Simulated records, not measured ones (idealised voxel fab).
process module | voxel ribs on slabs
cross-section cut | 145 nm wide | cells 5 nm
A cross-section is a grid of square cells, given in bands from the top down. A band is one or more rows of cells.
Each band's line starts with the height of the band's top and of its bottom, in nm. Then come its materials from left to right, each with its width in nm. One material with "throughout" fills the band from edge to edge. "air" is empty space.
Height 0 is the level under which the wafer as received is all one material. The lowest band goes on downwards, as in "0 down".
A width such as "30 to 40" changes by the same amount from each row of cells to the next, from the band's top row to its bottom row.
"no change" after a step means that no cell of the cross-section changed.
closed voids: empty space of 8 cells or more with no open way to the top, each as width x height at its distance from the left edge, in nm
after a step's settings: what the simulator itself notes on the step
overlay nm, on a step with a mask: how far to the right of its planned place the mask lay; to the left if negative
plan
1 op RECEIVE | material Si
2 op DIRECTIONAL_DEP | material SiO2 | thk nm 20
3 op DIRECTIONAL_DEP | material polySi | thk nm 20
4 op DIRECTIONAL_DEP | material aC | thk nm 15
5 op PATTERN | tone cover | mask id RIB | material resist | width nm 15 | thk nm 35 | overlay nm 0
6 op DIRECTIONAL_ETCH | etch materials aC | depth nm 15
7 op STRIP | etch materials resist
8 op DIRECTIONAL_ETCH | etch materials polySi | depth nm 15
9 op STRIP | etch materials aC
10 op PATTERN | tone cover | mask id SLAB | material resist | width nm 65 | thk nm 20 | overlay nm 0
11 op DIRECTIONAL_ETCH | etch materials polySi | depth nm 5
12 op STRIP | etch materials resist
13 op FILL_DEP | material SiO2 | thk nm 20
14 op CMP | height nm 50
15 op DIRECTIONAL_DEP | material W | thk nm 5
16 op MASKED_ETCH | tone cover | mask id HEATER | width nm 15 | etch materials W | depth nm 5 | overlay nm 0
17 op CONFORMAL_DEP | material SiN | thk nm 5
varied across the wafers: width nm of step 16. The plan shows the first wafer's value. All wafers start alike
first wafer as received, after step 1
  0 down: Si throughout
  closed voids: none
each wafer at the end: cells of each material gained (+) or lost (-) since it was received, then its closed voids
width nm 15 | +31 SiN | +268 SiO2 | +3 W | +22 polySi | closed voids: none
width nm 20 | +31 SiN | +268 SiO2 | +4 W | +22 polySi | closed voids: none
width nm 25 | +31 SiN | +268 SiO2 | +5 W | +22 polySi | closed voids: none
width nm 30 | +31 SiN | +268 SiO2 | +6 W | +22 polySi | closed voids: none
width nm 35 | +31 SiN | +268 SiO2 | +7 W | +22 polySi | closed voids: none
width nm 40 | +31 SiN | +268 SiO2 | +8 W | +22 polySi | closed voids: none
